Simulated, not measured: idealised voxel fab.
Process module in this document: voxel wiring stack
The figure presents cross-section cut, which has a width of 265 nm and is divided into square cells with an edge length of 5 nm.
Throughout this document, each cross-section is represented as a grid of square cells and is presented as a sequence of bands enumerated from the top downward, where a band comprises one or more rows of cells. Within each band entry, the heights of the top and of the bottom of the band appear first, in that order and in nm; the materials of the band then follow from left to right, each with its corresponding width in nm. The designation "edge to edge" on a single material indicates that it fills the band from edge to edge; the designation "air" indicates empty space. Counting heights begins at 0, where everything beneath is, in the wafer as received, one material. The lowest band has no bottom; it goes on downwards, as "top 0, no bottom" shows. Top row gets the first number, bottom row gets the second, and each row in between changes by the same step: that is how a band width like "30 to 40" works. Where the words "same as before" appear for a step, the cross-section shows no cell changed by that step; every cell remained as before. What "Trapped voids" gives you is every empty space of 8 cells or more that is cut off from the top. Each appears as width x height at distance, with the distance taken from the left edge and width, height and distance all in nm. It should be noted that, on the line of a given step, the content following the step's settings is a remark produced by the simulator itself with respect to that step. Among the settings permitted on a step's line is "overlay nm"; applied to a step with a mask, it specifies the extent to which the mask lay to the right of its planned position, whereas a negative figure signifies a position to the left. Read the rest as pairs. Take the cross-section before one process step, then the cross-section after it, which shows only down to the lowest band that changed. Under the pair, find the step between them and its settings. Bear in mind that pairs may come from different runs of this module on the same starting wafer: link a pair to the pair above it only where its entry headed "Pre-step" says to.
Pre-step:
* top 165, bottom 150 = lowk 40 nm; air 30 nm; lowk 20 nm; air 30 nm; lowk 20 nm; air 30 nm; lowk 20 nm; air 30 nm; lowk 45 nm
* top 150, bottom 145 = SiN 40 nm; air 30 nm; SiN 20 nm; air 30 nm; SiN 20 nm; air 30 nm; SiN 20 nm; air 30 nm; SiN 45 nm
* top 145, bottom 130 = lowk 40 nm; Ru 15 nm; lowk 35 nm; Ru 15 nm; lowk 35 nm; Ru 15 nm; lowk 35 nm; Ru 15 nm; lowk 60 nm
* top 130, bottom 125 = SiCN 40 nm; Ru 15 nm; SiCN 35 nm; Ru 15 nm; SiCN 35 nm; Ru 15 nm; SiCN 35 nm; Ru 15 nm; SiCN 60 nm
* top 125, bottom 105 = SiO2 40 nm; Ru 30 nm; SiO2 20 nm; Ru 30 nm; SiO2 20 nm; Ru 30 nm; SiO2 20 nm; Ru 30 nm; SiO2 45 nm
* top 105, bottom 100 = SiO2 40 nm; TiN 30 nm; SiO2 20 nm; TiN 30 nm; SiO2 20 nm; TiN 30 nm; SiO2 20 nm; TiN 30 nm; SiO2 45 nm
* top 100, bottom 85 = SiO2 40 nm; Ru 15 nm; SiO2 85 nm; Ru 15 nm; SiO2 110 nm
* top 85, bottom 80 = SiCN 40 nm; Ru 15 nm; SiCN 85 nm; Ru 15 nm; SiCN 110 nm
* top 80, bottom 65 = lowk 35 nm; SiCN 5 nm; Ru 30 nm; SiCN 5 nm; lowk 10 nm; SiCN 5 nm; Ru 30 nm; SiCN 5 nm; lowk 10 nm; SiCN 5 nm; Ru 30 nm; SiCN 5 nm; lowk 10 nm; SiCN 5 nm; Ru 30 nm; SiCN 5 nm; lowk 40 nm
* top 65, bottom 60 = SiCN 40 nm; TiN 30 nm; SiCN 20 nm; TiN 30 nm; SiCN 20 nm; TiN 30 nm; SiCN 20 nm; TiN 30 nm; SiCN 45 nm
* top 60, bottom 55 = TiN 45 nm; Cu 5 nm; TiN 95 nm; Cu 5 nm; TiN 115 nm
* top 55, bottom 45 = lowk 40 nm; TiN 5 nm; Cu 5 nm; TiN 5 nm; lowk 85 nm; TiN 5 nm; Cu 5 nm; TiN 5 nm; lowk 110 nm
* top 45, bottom 40 = SiCN 40 nm; TiN 15 nm; SiCN 85 nm; TiN 15 nm; SiCN 110 nm
* top 40, bottom 20 = SiO2 40 nm; Ru 30 nm; SiO2 20 nm; Ru 30 nm; SiO2 20 nm; Ru 30 nm; SiO2 20 nm; Ru 30 nm; SiO2 45 nm
* top 20, bottom 15 = SiO2 40 nm; TiN 30 nm; SiO2 20 nm; TiN 30 nm; SiO2 20 nm; TiN 30 nm; SiO2 20 nm; TiN 30 nm; SiO2 45 nm
* top 15, bottom 0 = SiO2 edge to edge
* top 0, no bottom = Si edge to edge
* Trapped voids: none
Post-Step Cross-Section:
* top 170, bottom 165 = TiN 45 nm; air 20 nm; TiN 30 nm; air 20 nm; TiN 30 nm; air 20 nm; TiN 30 nm; air 20 nm; TiN 50 nm
* top 165, bottom 150 = lowk 40 nm; TiN 5 nm; air 20 nm; TiN 5 nm; lowk 20 nm; TiN 5 nm; air 20 nm; TiN 5 nm; lowk 20 nm; TiN 5 nm; air 20 nm; TiN 5 nm; lowk 20 nm; TiN 5 nm; air 20 nm; TiN 5 nm; lowk 45 nm
* top 150, bottom 145 = SiN 40 nm; TiN 30 nm; SiN 20 nm; TiN 30 nm; SiN 20 nm; TiN 30 nm; SiN 20 nm; TiN 30 nm; SiN 45 nm
* Beneath the level 145, the cross-section is identical to its previous state.
* Trapped voids: none
Before/after cross-sections above; step in between: CONFORMAL_DEP (material TiN; thk nm 5)
Pre-step: it's just the after picture from the pair right above this one.
Post-Step Cross-Section:
* top 180, bottom 170 = Ru edge to edge
* top 170, bottom 165 = TiN 45 nm; Ru 20 nm; TiN 30 nm; Ru 20 nm; TiN 30 nm; Ru 20 nm; TiN 30 nm; Ru 20 nm; TiN 50 nm
* top 165, bottom 150 = lowk 40 nm; TiN 5 nm; Ru 20 nm; TiN 5 nm; lowk 20 nm; TiN 5 nm; Ru 20 nm; TiN 5 nm; lowk 20 nm; TiN 5 nm; Ru 20 nm; TiN 5 nm; lowk 20 nm; TiN 5 nm; Ru 20 nm; TiN 5 nm; lowk 45 nm
* Beneath the level 150, the cross-section is identical to its previous state.
* Trapped voids: none
Before/after cross-sections above; step in between: FILL_DEP (material Ru; thk nm 10)
Pre-step: it's just the after picture from the pair right above this one.
Post-Step Cross-Section:
* top 165, bottom 150 = lowk 40 nm; TiN 5 nm; Ru 20 nm; TiN 5 nm; lowk 20 nm; TiN 5 nm; Ru 20 nm; TiN 5 nm; lowk 20 nm; TiN 5 nm; Ru 20 nm; TiN 5 nm; lowk 20 nm; TiN 5 nm; Ru 20 nm; TiN 5 nm; lowk 45 nm
* Beneath the level 150, the cross-section is identical to its previous state.
* Trapped voids: none
Before/after cross-sections above; step in between: CMP (height nm 165)
Pre-step: it's just the after picture from the pair right above this one.
Post-Step Cross-Section:
* top 170, bottom 165 = SiCN edge to edge
* Beneath the level 165, the cross-section is identical to its previous state.
* Trapped voids: none
Before/after cross-sections above; step in between: CONFORMAL_DEP (material SiCN; thk nm 5)
Pre-step:
* top 100, bottom 85 = SiO2 edge to edge
* top 85, bottom 80 = SiCN edge to edge
* top 80, bottom 65 = lowk 35 nm; SiCN 5 nm; Ru 30 nm; SiCN 5 nm; lowk 10 nm; SiCN 5 nm; Ru 30 nm; SiCN 5 nm; lowk 10 nm; SiCN 5 nm; Ru 30 nm; SiCN 5 nm; lowk 10 nm; SiCN 5 nm; Ru 30 nm; SiCN 5 nm; lowk 40 nm
* top 65, bottom 60 = SiCN 40 nm; TiN 30 nm; SiCN 20 nm; TiN 30 nm; SiCN 20 nm; TiN 30 nm; SiCN 20 nm; TiN 30 nm; SiCN 45 nm
* top 60, bottom 45 = lowk 40 nm; TiN 5 nm; Cu 5 nm; TiN 5 nm; lowk 85 nm; TiN 5 nm; Cu 5 nm; TiN 5 nm; lowk 110 nm
* top 45, bottom 40 = SiCN 40 nm; TiN 15 nm; SiCN 85 nm; TiN 15 nm; SiCN 110 nm
* top 40, bottom 20 = SiO2 40 nm; Ru 30 nm; SiO2 20 nm; Ru 30 nm; SiO2 20 nm; Ru 30 nm; SiO2 20 nm; Ru 30 nm; SiO2 45 nm
* top 20, bottom 15 = SiO2 40 nm; TiN 30 nm; SiO2 20 nm; TiN 30 nm; SiO2 20 nm; TiN 30 nm; SiO2 20 nm; TiN 30 nm; SiO2 45 nm
* top 15, bottom 0 = SiO2 edge to edge
* top 0, no bottom = Si edge to edge
* Trapped voids: none
Post-Step Cross-Section:
* top 100, bottom 85 = SiO2 35 nm; air 25 nm; SiO2 75 nm; air 25 nm; SiO2 105 nm
* Beneath the level 85, the cross-section is identical to its previous state.
* Trapped voids: none
Before/after cross-sections above; step in between: MASKED_ETCH (tone open; mask id PLUG_2; width nm 25; pitch nm 100; etch materials SiO2; depth nm 15; overlay nm 0)
Pre-step: it's just the after picture from the pair right above this one.
Post-Step Cross-Section:
* top 100, bottom 85 = SiO2 35 nm; air 25 nm; SiO2 75 nm; air 25 nm; SiO2 105 nm
* top 85, bottom 80 = SiCN 40 nm; air 15 nm; SiCN 85 nm; air 15 nm; SiCN 110 nm
* Beneath the level 80, the cross-section is identical to its previous state.
* Trapped voids: none
Before/after cross-sections above; step in between: MASKED_ETCH (tone open; mask id PLUG_2; width nm 15; pitch nm 100; etch materials SiCN; depth nm 5; overlay nm 0)
Pre-step: it's just the after picture from the pair right above this one.
Post-Step Cross-Section:
* top 100, bottom 90 = SiO2 35 nm; air 25 nm; SiO2 75 nm; air 25 nm; SiO2 105 nm
* top 90, bottom 85 = SiO2 35 nm; Ru 25 nm; SiO2 75 nm; Ru 25 nm; SiO2 105 nm
* top 85, bottom 80 = SiCN 40 nm; Ru 15 nm; SiCN 85 nm; Ru 15 nm; SiCN 110 nm
* Beneath the level 80, the cross-section is identical to its previous state.
* Trapped voids: none
Before/after cross-sections above; step in between: EPI (material Ru; thk nm 10)
Pre-step: it's just the after picture from the pair right above this one.
Post-Step Cross-Section:
* top 100, bottom 85 = SiO2 35 nm; Ru 25 nm; SiO2 75 nm; Ru 25 nm; SiO2 105 nm
* Beneath the level 85, the cross-section is identical to its previous state.
* Trapped voids: none
Before/after cross-sections above; step in between: EPI (material Ru; thk nm 10)
Pre-step: it's just the after picture from the pair right above this one.
Post-Step Cross-Section:
* top 105, bottom 100 = TiN edge to edge
* Beneath the level 100, the cross-section is identical to its previous state.
* Trapped voids: none
Before/after cross-sections above; step in between: DIRECTIONAL_DEP (material TiN; thk nm 5)
Pre-step: it's just the after picture from the pair right above this one.
Post-Step Cross-Section:
* top 125, bottom 105 = Ru edge to edge
* Beneath the level 105, the cross-section is identical to its previous state.
* Trapped voids: none
Before/after cross-sections above; step in between: DIRECTIONAL_DEP (material Ru; thk nm 20)
Pre-step: it's just the after picture from the pair right above this one.
Post-Step Cross-Section:
* top 125, bottom 105 = air 40 nm; Ru 30 nm; air 20 nm; Ru 30 nm; air 20 nm; Ru 30 nm; air 20 nm; Ru 30 nm; air 45 nm
* Beneath the level 105, the cross-section is identical to its previous state.
* Trapped voids: none
Before/after cross-sections above; step in between: MASKED_ETCH (tone cover; mask id METAL_3; width nm 30; pitch nm 50; etch materials Ru; depth nm 20; overlay nm 0)
Pre-step: it's just the after picture from the pair right above this one.
Post-Step Cross-Section:
* top 125, bottom 105 = air 40 nm; Ru 30 nm; air 20 nm; Ru 30 nm; air 20 nm; Ru 30 nm; air 20 nm; Ru 30 nm; air 45 nm
* top 105, bottom 100 = air 40 nm; TiN 30 nm; air 20 nm; TiN 30 nm; air 20 nm; TiN 30 nm; air 20 nm; TiN 30 nm; air 45 nm
* Beneath the level 100, the cross-section is identical to its previous state.
* Trapped voids: none
Before/after cross-sections above; step in between: MASKED_ETCH (tone cover; mask id METAL_3; width nm 30; pitch nm 50; etch materials TiN; depth nm 5; overlay nm 0)
Pre-step: it's just the after picture from the pair right above this one.
Post-Step Cross-Section:
* top 130, bottom 125 = SiO2 edge to edge
* top 125, bottom 105 = SiO2 40 nm; Ru 30 nm; SiO2 20 nm; Ru 30 nm; SiO2 20 nm; Ru 30 nm; SiO2 20 nm; Ru 30 nm; SiO2 45 nm
* top 105, bottom 100 = SiO2 40 nm; TiN 30 nm; SiO2 20 nm; TiN 30 nm; SiO2 20 nm; TiN 30 nm; SiO2 20 nm; TiN 30 nm; SiO2 45 nm
* Beneath the level 100, the cross-section is identical to its previous state.
* Trapped voids: none
Before/after cross-sections above; step in between: FILL_DEP (material SiO2; thk nm 5)
Pre-step: it's just the after picture from the pair right above this one.
Post-Step Cross-Section:
* top 125, bottom 105 = SiO2 40 nm; Ru 30 nm; SiO2 20 nm; Ru 30 nm; SiO2 20 nm; Ru 30 nm; SiO2 20 nm; Ru 30 nm; SiO2 45 nm
* Beneath the level 105, the cross-section is identical to its previous state.
* Trapped voids: none
Before/after cross-sections above; step in between: CMP (height nm 125)
Pre-step: it's just the after picture from the pair right above this one.
Post-Step Cross-Section:
* top 130, bottom 125 = SiCN edge to edge
* Beneath the level 125, the cross-section is identical to its previous state.
* Trapped voids: none
Before/after cross-sections above; step in between: CONFORMAL_DEP (material SiCN; thk nm 5)
Pre-step: it's just the after picture from the pair right above this one.
Post-Step Cross-Section:
* top 145, bottom 130 = lowk edge to edge
* Beneath the level 130, the cross-section is identical to its previous state.
* Trapped voids: none
Before/after cross-sections above; step in between: DIRECTIONAL_DEP (material lowk; thk nm 15)
Pre-step: it's just the after picture from the pair right above this one.
Post-Step Cross-Section:
* top 145, bottom 130 = lowk 40 nm; air 15 nm; lowk 35 nm; air 15 nm; lowk 35 nm; air 15 nm; lowk 35 nm; air 15 nm; lowk 60 nm
* Beneath the level 130, the cross-section is identical to its previous state.
* Trapped voids: none
Before/after cross-sections above; step in between: MASKED_ETCH (tone open; mask id PLUG_3; width nm 15; pitch nm 50; etch materials lowk; depth nm 15; overlay nm 0)
Pre-step: it's just the after picture from the pair right above this one.
Post-Step Cross-Section:
* top 145, bottom 130 = lowk 40 nm; air 15 nm; lowk 35 nm; air 15 nm; lowk 35 nm; air 15 nm; lowk 35 nm; air 15 nm; lowk 60 nm
* top 130, bottom 125 = SiCN 40 nm; air 15 nm; SiCN 35 nm; air 15 nm; SiCN 35 nm; air 15 nm; SiCN 35 nm; air 15 nm; SiCN 60 nm
* Beneath the level 125, the cross-section is identical to its previous state.
* Trapped voids: none
Before/after cross-sections above; step in between: MASKED_ETCH (tone open; mask id PLUG_3; width nm 15; pitch nm 50; etch materials SiCN; depth nm 5; overlay nm 0)
Pre-step: it's just the after picture from the pair right above this one.
Post-Step Cross-Section:
* top 145, bottom 135 = lowk 40 nm; air 15 nm; lowk 35 nm; air 15 nm; lowk 35 nm; air 15 nm; lowk 35 nm; air 15 nm; lowk 60 nm
* top 135, bottom 130 = lowk 40 nm; Ru 15 nm; lowk 35 nm; Ru 15 nm; lowk 35 nm; Ru 15 nm; lowk 35 nm; Ru 15 nm; lowk 60 nm
* top 130, bottom 125 = SiCN 40 nm; Ru 15 nm; SiCN 35 nm; Ru 15 nm; SiCN 35 nm; Ru 15 nm; SiCN 35 nm; Ru 15 nm; SiCN 60 nm
* Beneath the level 125, the cross-section is identical to its previous state.
* Trapped voids: none
Before/after cross-sections above; step in between: EPI (material Ru; thk nm 10)
Pre-step: it's just the after picture from the pair right above this one.
Post-Step Cross-Section:
* top 145, bottom 130 = lowk 40 nm; Ru 15 nm; lowk 35 nm; Ru 15 nm; lowk 35 nm; Ru 15 nm; lowk 35 nm; Ru 15 nm; lowk 60 nm
* Beneath the level 130, the cross-section is identical to its previous state.
* Trapped voids: none
Before/after cross-sections above; step in between: EPI (material Ru; thk nm 10)
Pre-step: it's just the after picture from the pair right above this one.
Post-Step Cross-Section:
* top 150, bottom 145 = SiN edge to edge
* Beneath the level 145, the cross-section is identical to its previous state.
* Trapped voids: none
Before/after cross-sections above; step in between: CONFORMAL_DEP (material SiN; thk nm 5)
Pre-step: it's just the after picture from the pair right above this one.
Post-Step Cross-Section:
* top 165, bottom 150 = lowk edge to edge
* Beneath the level 150, the cross-section is identical to its previous state.
* Trapped voids: none
Before/after cross-sections above; step in between: DIRECTIONAL_DEP (material lowk; thk nm 15)
Pre-step: it's just the after picture from the pair right above this one.
Post-Step Cross-Section:
* top 165, bottom 150 = lowk 40 nm; air 30 nm; lowk 20 nm; air 30 nm; lowk 20 nm; air 30 nm; lowk 20 nm; air 30 nm; lowk 45 nm
* Beneath the level 150, the cross-section is identical to its previous state.
* Trapped voids: none
Before/after cross-sections above; step in between: MASKED_ETCH (tone open; mask id METAL_4; width nm 30; pitch nm 50; etch materials lowk; depth nm 15; overlay nm 0)
Pre-step: it's just the after picture from the pair right above this one.
Post-Step Cross-Section:
* top 165, bottom 150 = lowk 40 nm; air 30 nm; lowk 20 nm; air 30 nm; lowk 20 nm; air 30 nm; lowk 20 nm; air 30 nm; lowk 45 nm
* top 150, bottom 145 = SiN 40 nm; air 30 nm; SiN 20 nm; air 30 nm; SiN 20 nm; air 30 nm; SiN 20 nm; air 30 nm; SiN 45 nm
* Beneath the level 145, the cross-section is identical to its previous state.
* Trapped voids: none
Before/after cross-sections above; step in between: MASKED_ETCH (tone open; mask id METAL_4; width nm 30; pitch nm 50; etch materials SiN; depth nm 5; overlay nm 0)
Pre-step: it's just the after picture from the pair right above this one.
Post-Step Cross-Section:
* top 170, bottom 165 = TiN 45 nm; air 20 nm; TiN 30 nm; air 20 nm; TiN 30 nm; air 20 nm; TiN 30 nm; air 20 nm; TiN 50 nm
* top 165, bottom 150 = lowk 40 nm; TiN 5 nm; air 20 nm; TiN 5 nm; lowk 20 nm; TiN 5 nm; air 20 nm; TiN 5 nm; lowk 20 nm; TiN 5 nm; air 20 nm; TiN 5 nm; lowk 20 nm; TiN 5 nm; air 20 nm; TiN 5 nm; lowk 45 nm
* top 150, bottom 145 = SiN 40 nm; TiN 30 nm; SiN 20 nm; TiN 30 nm; SiN 20 nm; TiN 30 nm; SiN 20 nm; TiN 30 nm; SiN 45 nm
* Beneath the level 145, the cross-section is identical to its previous state.
* Trapped voids: none
Before/after cross-sections above; step in between: CONFORMAL_DEP (material TiN; thk nm 5)
Pre-step: it's just the after picture from the pair right above this one.
Post-Step Cross-Section:
* top 180, bottom 170 = Ru edge to edge
* top 170, bottom 165 = TiN 45 nm; Ru 20 nm; TiN 30 nm; Ru 20 nm; TiN 30 nm; Ru 20 nm; TiN 30 nm; Ru 20 nm; TiN 50 nm
* top 165, bottom 150 = lowk 40 nm; TiN 5 nm; Ru 20 nm; TiN 5 nm; lowk 20 nm; TiN 5 nm; Ru 20 nm; TiN 5 nm; lowk 20 nm; TiN 5 nm; Ru 20 nm; TiN 5 nm; lowk 20 nm; TiN 5 nm; Ru 20 nm; TiN 5 nm; lowk 45 nm
* Beneath the level 150, the cross-section is identical to its previous state.
* Trapped voids: none
Before/after cross-sections above; step in between: FILL_DEP (material Ru; thk nm 10)
Pre-step: it's just the after picture from the pair right above this one.
Post-Step Cross-Section:
* top 165, bottom 150 = lowk 40 nm; TiN 5 nm; Ru 20 nm; TiN 5 nm; lowk 20 nm; TiN 5 nm; Ru 20 nm; TiN 5 nm; lowk 20 nm; TiN 5 nm; Ru 20 nm; TiN 5 nm; lowk 20 nm; TiN 5 nm; Ru 20 nm; TiN 5 nm; lowk 45 nm
* Beneath the level 150, the cross-section is identical to its previous state.
* Trapped voids: none
Before/after cross-sections above; step in between: CMP (height nm 165)
Pre-step: it's just the after picture from the pair right above this one.
Post-Step Cross-Section:
* top 170, bottom 165 = SiCN edge to edge
* Beneath the level 165, the cross-section is identical to its previous state.
* Trapped voids: none
Before/after cross-sections above; step in between: CONFORMAL_DEP (material SiCN; thk nm 5)
Pre-step:
* top 125, bottom 105 = Ru edge to edge
* top 105, bottom 100 = TiN edge to edge
* top 100, bottom 85 = SiO2 40 nm; Ru 15 nm; SiO2 85 nm; Ru 15 nm; SiO2 110 nm
* top 85, bottom 80 = SiCN 40 nm; Ru 15 nm; SiCN 85 nm; Ru 15 nm; SiCN 110 nm
* top 80, bottom 65 = lowk 35 nm; SiCN 5 nm; Ru 30 nm; SiCN 5 nm; lowk 10 nm; SiCN 5 nm; Ru 30 nm; SiCN 5 nm; lowk 10 nm; SiCN 5 nm; Ru 30 nm; SiCN 5 nm; lowk 10 nm; SiCN 5 nm; Ru 30 nm; SiCN 5 nm; lowk 40 nm
* top 65, bottom 60 = SiCN 40 nm; TiN 30 nm; SiCN 20 nm; TiN 30 nm; SiCN 20 nm; TiN 30 nm; SiCN 20 nm; TiN 30 nm; SiCN 45 nm
* top 60, bottom 45 = lowk 40 nm; TiN 5 nm; Cu 5 nm; TiN 5 nm; lowk 85 nm; TiN 5 nm; Cu 5 nm; TiN 5 nm; lowk 110 nm
* top 45, bottom 40 = SiCN 40 nm; TiN 15 nm; SiCN 85 nm; TiN 15 nm; SiCN 110 nm
* top 40, bottom 20 = SiO2 40 nm; Ru 30 nm; SiO2 20 nm; Ru 30 nm; SiO2 20 nm; Ru 30 nm; SiO2 20 nm; Ru 30 nm; SiO2 45 nm
* top 20, bottom 15 = SiO2 40 nm; TiN 30 nm; SiO2 20 nm; TiN 30 nm; SiO2 20 nm; TiN 30 nm; SiO2 20 nm; TiN 30 nm; SiO2 45 nm
* top 15, bottom 0 = SiO2 edge to edge
* top 0, no bottom = Si edge to edge
* Trapped voids: none
Post-Step Cross-Section:
* top 125, bottom 105 = air 50 nm; Ru 30 nm; air 20 nm; Ru 30 nm; air 20 nm; Ru 30 nm; air 20 nm; Ru 30 nm; air 35 nm
* Beneath the level 105, the cross-section is identical to its previous state.
* Trapped voids: none
Before/after cross-sections above; step in between: MASKED_ETCH (tone cover; mask id METAL_3; width nm 30; pitch nm 50; etch materials Ru; depth nm 20; overlay nm 10)
Pre-step: it's just the after picture from the pair right above this one.
Post-Step Cross-Section:
* top 125, bottom 105 = air 50 nm; Ru 30 nm; air 20 nm; Ru 30 nm; air 20 nm; Ru 30 nm; air 20 nm; Ru 30 nm; air 35 nm
* top 105, bottom 100 = air 40 nm; TiN 40 nm; air 10 nm; TiN 40 nm; air 10 nm; TiN 40 nm; air 10 nm; TiN 40 nm; air 35 nm
* Beneath the level 100, the cross-section is identical to its previous state.
* Trapped voids: none
Before/after cross-sections above; step in between: MASKED_ETCH (tone cover; mask id METAL_3; width nm 30; pitch nm 50; etch materials TiN; depth nm 5; overlay nm 0)
Pre-step: it's just the after picture from the pair right above this one.
Post-Step Cross-Section:
* top 130, bottom 125 = SiO2 edge to edge
* top 125, bottom 105 = SiO2 50 nm; Ru 30 nm; SiO2 20 nm; Ru 30 nm; SiO2 20 nm; Ru 30 nm; SiO2 20 nm; Ru 30 nm; SiO2 35 nm
* top 105, bottom 100 = SiO2 40 nm; TiN 40 nm; SiO2 10 nm; TiN 40 nm; SiO2 10 nm; TiN 40 nm; SiO2 10 nm; TiN 40 nm; SiO2 35 nm
* Beneath the level 100, the cross-section is identical to its previous state.
* Trapped voids: none
Before/after cross-sections above; step in between: FILL_DEP (material SiO2; thk nm 5)
Pre-step: it's just the after picture from the pair right above this one.
Post-Step Cross-Section:
* top 125, bottom 105 = SiO2 50 nm; Ru 30 nm; SiO2 20 nm; Ru 30 nm; SiO2 20 nm; Ru 30 nm; SiO2 20 nm; Ru 30 nm; SiO2 35 nm
* Beneath the level 105, the cross-section is identical to its previous state.
* Trapped voids: none
Before/after cross-sections above; step in between: CMP (height nm 125)
Pre-step: it's just the after picture from the pair right above this one.
Post-Step Cross-Section:
* top 130, bottom 125 = SiCN edge to edge
* Beneath the level 125, the cross-section is identical to its previous state.
* Trapped voids: none
Before/after cross-sections above; step in between: CONFORMAL_DEP (material SiCN; thk nm 5)
Pre-step: it's just the after picture from the pair right above this one.
Post-Step Cross-Section:
* top 145, bottom 130 = lowk edge to edge
* Beneath the level 130, the cross-section is identical to its previous state.
* Trapped voids: none
Before/after cross-sections above; step in between: DIRECTIONAL_DEP (material lowk; thk nm 15)
Pre-step: it's just the after picture from the pair right above this one.
Post-Step Cross-Section:
* top 145, bottom 130 = lowk 40 nm; air 15 nm; lowk 35 nm; air 15 nm; lowk 35 nm; air 15 nm; lowk 35 nm; air 15 nm; lowk 60 nm
* Beneath the level 130, the cross-section is identical to its previous state.
* Trapped voids: none
Before/after cross-sections above; step in between: MASKED_ETCH (tone open; mask id PLUG_3; width nm 15; pitch nm 50; etch materials lowk; depth nm 15; overlay nm 0)
Pre-step: it's just the after picture from the pair right above this one.
Post-Step Cross-Section:
* top 145, bottom 130 = lowk 40 nm; air 15 nm; lowk 35 nm; air 15 nm; lowk 35 nm; air 15 nm; lowk 35 nm; air 15 nm; lowk 60 nm
* top 130, bottom 125 = SiCN 40 nm; air 15 nm; SiCN 35 nm; air 15 nm; SiCN 35 nm; air 15 nm; SiCN 35 nm; air 15 nm; SiCN 60 nm
* Beneath the level 125, the cross-section is identical to its previous state.
* Trapped voids: none
Before/after cross-sections above; step in between: MASKED_ETCH (tone open; mask id PLUG_3; width nm 15; pitch nm 50; etch materials SiCN; depth nm 5; overlay nm 0)
Pre-step: it's just the after picture from the pair right above this one.
Post-Step Cross-Section:
* top 145, bottom 135 = lowk 40 nm; air 15 nm; lowk 35 nm; air 15 nm; lowk 35 nm; air 15 nm; lowk 35 nm; air 15 nm; lowk 60 nm
* top 135, bottom 130 = lowk 40 nm; Ru 15 nm; lowk 35 nm; Ru 15 nm; lowk 35 nm; Ru 15 nm; lowk 35 nm; Ru 15 nm; lowk 60 nm
* top 130, bottom 125 = SiCN 40 nm; Ru 15 nm; SiCN 35 nm; Ru 15 nm; SiCN 35 nm; Ru 15 nm; SiCN 35 nm; Ru 15 nm; SiCN 60 nm
* Beneath the level 125, the cross-section is identical to its previous state.
* Trapped voids: none
Before/after cross-sections above; step in between: EPI (material Ru; thk nm 10)
Pre-step: it's just the after picture from the pair right above this one.
Post-Step Cross-Section:
* top 145, bottom 130 = lowk 40 nm; Ru 15 nm; lowk 35 nm; Ru 15 nm; lowk 35 nm; Ru 15 nm; lowk 35 nm; Ru 15 nm; lowk 60 nm
* Beneath the level 130, the cross-section is identical to its previous state.
* Trapped voids: none
Before/after cross-sections above; step in between: EPI (material Ru; thk nm 10)
Pre-step: it's just the after picture from the pair right above this one.
Post-Step Cross-Section:
* top 150, bottom 145 = SiN edge to edge
* Beneath the level 145, the cross-section is identical to its previous state.
* Trapped voids: none
Before/after cross-sections above; step in between: CONFORMAL_DEP (material SiN; thk nm 5)
Pre-step: it's just the after picture from the pair right above this one.
Post-Step Cross-Section:
* top 165, bottom 150 = lowk edge to edge
* Beneath the level 150, the cross-section is identical to its previous state.
* Trapped voids: none
Before/after cross-sections above; step in between: DIRECTIONAL_DEP (material lowk; thk nm 15)
Pre-step: it's just the after picture from the pair right above this one.
Post-Step Cross-Section:
* top 165, bottom 150 = lowk 40 nm; air 30 nm; lowk 20 nm; air 30 nm; lowk 20 nm; air 30 nm; lowk 20 nm; air 30 nm; lowk 45 nm
* Beneath the level 150, the cross-section is identical to its previous state.
* Trapped voids: none
Before/after cross-sections above; step in between: MASKED_ETCH (tone open; mask id METAL_4; width nm 30; pitch nm 50; etch materials lowk; depth nm 15; overlay nm 0)
Pre-step: it's just the after picture from the pair right above this one.
Post-Step Cross-Section:
* top 165, bottom 150 = lowk 40 nm; air 30 nm; lowk 20 nm; air 30 nm; lowk 20 nm; air 30 nm; lowk 20 nm; air 30 nm; lowk 45 nm
* top 150, bottom 145 = SiN 40 nm; air 30 nm; SiN 20 nm; air 30 nm; SiN 20 nm; air 30 nm; SiN 20 nm; air 30 nm; SiN 45 nm
* Beneath the level 145, the cross-section is identical to its previous state.
* Trapped voids: none
Before/after cross-sections above; step in between: MASKED_ETCH (tone open; mask id METAL_4; width nm 30; pitch nm 50; etch materials SiN; depth nm 5; overlay nm 0)
Pre-step: it's just the after picture from the pair right above this one.
Post-Step Cross-Section:
* top 170, bottom 165 = TiN 45 nm; air 20 nm; TiN 30 nm; air 20 nm; TiN 30 nm; air 20 nm; TiN 30 nm; air 20 nm; TiN 50 nm
* top 165, bottom 150 = lowk 40 nm; TiN 5 nm; air 20 nm; TiN 5 nm; lowk 20 nm; TiN 5 nm; air 20 nm; TiN 5 nm; lowk 20 nm; TiN 5 nm; air 20 nm; TiN 5 nm; lowk 20 nm; TiN 5 nm; air 20 nm; TiN 5 nm; lowk 45 nm
* top 150, bottom 145 = SiN 40 nm; TiN 30 nm; SiN 20 nm; TiN 30 nm; SiN 20 nm; TiN 30 nm; SiN 20 nm; TiN 30 nm; SiN 45 nm
* Beneath the level 145, the cross-section is identical to its previous state.
* Trapped voids: none
Before/after cross-sections above; step in between: CONFORMAL_DEP (material TiN; thk nm 5)
Pre-step: it's just the after picture from the pair right above this one.
Post-Step Cross-Section:
* top 180, bottom 170 = Ru edge to edge
* top 170, bottom 165 = TiN 45 nm; Ru 20 nm; TiN 30 nm; Ru 20 nm; TiN 30 nm; Ru 20 nm; TiN 30 nm; Ru 20 nm; TiN 50 nm
* top 165, bottom 150 = lowk 40 nm; TiN 5 nm; Ru 20 nm; TiN 5 nm; lowk 20 nm; TiN 5 nm; Ru 20 nm; TiN 5 nm; lowk 20 nm; TiN 5 nm; Ru 20 nm; TiN 5 nm; lowk 20 nm; TiN 5 nm; Ru 20 nm; TiN 5 nm; lowk 45 nm
* Beneath the level 150, the cross-section is identical to its previous state.
* Trapped voids: none
Before/after cross-sections above; step in between: FILL_DEP (material Ru; thk nm 10)
Pre-step: it's just the after picture from the pair right above this one.
Post-Step Cross-Section:
* top 165, bottom 150 = lowk 40 nm; TiN 5 nm; Ru 20 nm; TiN 5 nm; lowk 20 nm; TiN 5 nm; Ru 20 nm; TiN 5 nm; lowk 20 nm; TiN 5 nm; Ru 20 nm; TiN 5 nm; lowk 20 nm; TiN 5 nm; Ru 20 nm; TiN 5 nm; lowk 45 nm
* Beneath the level 150, the cross-section is identical to its previous state.
* Trapped voids: none
Before/after cross-sections above; step in between: CMP (height nm 165)
Pre-step: it's just the after picture from the pair right above this one.
Post-Step Cross-Section:
* top 170, bottom 165 = SiCN edge to edge
* Beneath the level 165, the cross-section is identical to its previous state.
* Trapped voids: none
Before/after cross-sections above; step in between: CONFORMAL_DEP (material SiCN; thk nm 5)
